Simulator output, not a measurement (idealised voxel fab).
The following process module bears the name voxel local oxidation.
Section cut is 165 nm wide and gridded with 5 nm square cells.
How to read a cross-section here: the picture is a grid of square cells, written as bands going from the top down, and any band can span one or more rows of cells. Each band's line starts with the height of the band's top and of its bottom, in nm. Then come its materials from left to right, each with its width in nm. One material with "everywhere" fills the band from edge to edge. "blank" is empty space. Zero point of the height axis is 0; under it, received wafer = one material. Lowest band: continues down indefinitely, "0 nm and below". When a width is written as two numbers, as in "30->40", the first number is the width in the top row of cells of the band and the second is the width in its bottom row, and the width changes by the same amount from each row to the next. "remained unchanged" (step): cross-section cells unchanged, all of them. The list in "Closed voids list" covers empty spaces of 8 cells or more that cannot reach the top through any open way, and it gives each as width x height at distance; the distance is from the left edge, and width, height and distance are in nm. On each step's line, the part that comes after the settings is the simulator's own comment on the step. Steps that use a mask can have "overlay nm" on their line. It says how far the mask sat to the right of where it was meant to be. Negative means to the left.

Below is the list of planned process steps
step 1: RECEIVE [material Si]
step 2: OXIDIZE [depth nm 5]
step 3: CONFORMAL_DEP [material SiN] [thk nm 15]
step 4: PATTERN [tone cover] [mask id ACTIVE] [material resist] [width nm 105] [thk nm 15] [overlay nm 0]
step 5: DIRECTIONAL_ETCH [etch materials SiN] [depth nm 15]
step 6: STRIP [etch materials resist]
step 7: SELECTIVE_ETCH [etch materials SiO2] [depth nm 5]
step 8: OXIDIZE [depth nm 15]
step 9: STRIP [etch materials SiN]

What follows covers the first of two wafers; it ran as planned

The cross-section here shows the wafer as received, i.e. in its state after step 1
- 0 nm and below = Si everywhere
- Closed voids list: none

After step 2, in cross-section
- 0 nm to -5 nm = SiO2 everywhere
- Note: structure below -5 unchanged.

After step 3, in cross-section
- 15 nm to 0 nm = SiN everywhere
- Note: structure below 0 unchanged.

After step 4, in cross-section
- 30 nm to 15 nm = 30 of blank, then 105 of resist, then 30 of blank
- Note: structure below 15 unchanged.

After step 5, in cross-section
- 30 nm to 15 nm = 30 of blank, then 105 of resist, then 30 of blank
- 15 nm to 0 nm = 30 of blank, then 105 of SiN, then 30 of blank
- Note: structure below 0 unchanged.

After step 6, in cross-section
- 15 nm to 0 nm = 30 of blank, then 105 of SiN, then 30 of blank
- Note: structure below 0 unchanged.

After step 7, in cross-section
- 15 nm to 0 nm = 30 of blank, then 105 of SiN, then 30 of blank
- 0 nm to -5 nm = 35 of blank, then 95 of SiO2, then 35 of blank
- Note: structure below -5 unchanged.

After step 8, in cross-section
- 15 nm to 0 nm = 30 of blank, then 105 of SiN, then 30 of blank
- 0 nm to -5 nm = 35 of blank, then 95 of SiO2, then 35 of blank
- -5 nm to -20 nm = 50 of SiO2, then 65 of Si, then 50 of SiO2
- Note: structure below -20 unchanged.

After step 9, in cross-section
- 0 nm to -5 nm = 35 of blank, then 95 of SiO2, then 35 of blank
- Note: structure below -5 unchanged.

Second Wafer (Identical Start and Plan, One Processing Error; Matches First Wafer Through Step 3)

Second wafer, section view, time point: scheduled end of step 4
- 30 nm to 15 nm = 30 of resist, then 105 of blank, then 30 of resist
- Note: structure below 15 unchanged.

Second wafer, section view, time point: scheduled end of step 5
- 30 nm to 15 nm = 30 of resist, then 105 of blank, then 30 of resist
- 15 nm to 0 nm = 30 of SiN, then 105 of blank, then 30 of SiN
- Note: structure below 0 unchanged.

Second wafer, section view, time point: scheduled end of step 6
- 15 nm to 0 nm = 30 of SiN, then 105 of blank, then 30 of SiN
- Note: structure below 0 unchanged.

Second wafer, section view, time point: scheduled end of step 7
- 15 nm to 0 nm = 30 of SiN, then 105 of blank, then 30 of SiN
- 0 nm to -5 nm = 25 of SiO2, then 115 of blank, then 25 of SiO2
- Note: structure below -5 unchanged.

Second wafer, section view, time point: scheduled end of step 8
- 15 nm to 0 nm = 30 of SiN, then 105 of blank, then 30 of SiN
- 0 nm to -5 nm = 25 of SiO2, then 115 of blank, then 25 of SiO2
- -5 nm to -20 nm = 10 of Si, then 145 of SiO2, then 10 of Si
- Note: structure below -20 unchanged.

Second wafer, section view, time point: scheduled end of step 9
- 0 nm to -5 nm = 25 of SiO2, then 115 of blank, then 25 of SiO2
- Note: structure below -5 unchanged.
Heads up, the wafer didn't run the way we planned it: it should be noted that step 4 was executed with settings other than those planned, the operation and settings actually applied being PATTERN [tone open] [mask id ACTIVE] [material resist] [width nm 105] [thk nm 15] [overlay nm 0]
Final difference in cells, second wafer against first, listed per material as more or fewer: 27 fewer of Si; 18 more of SiO2
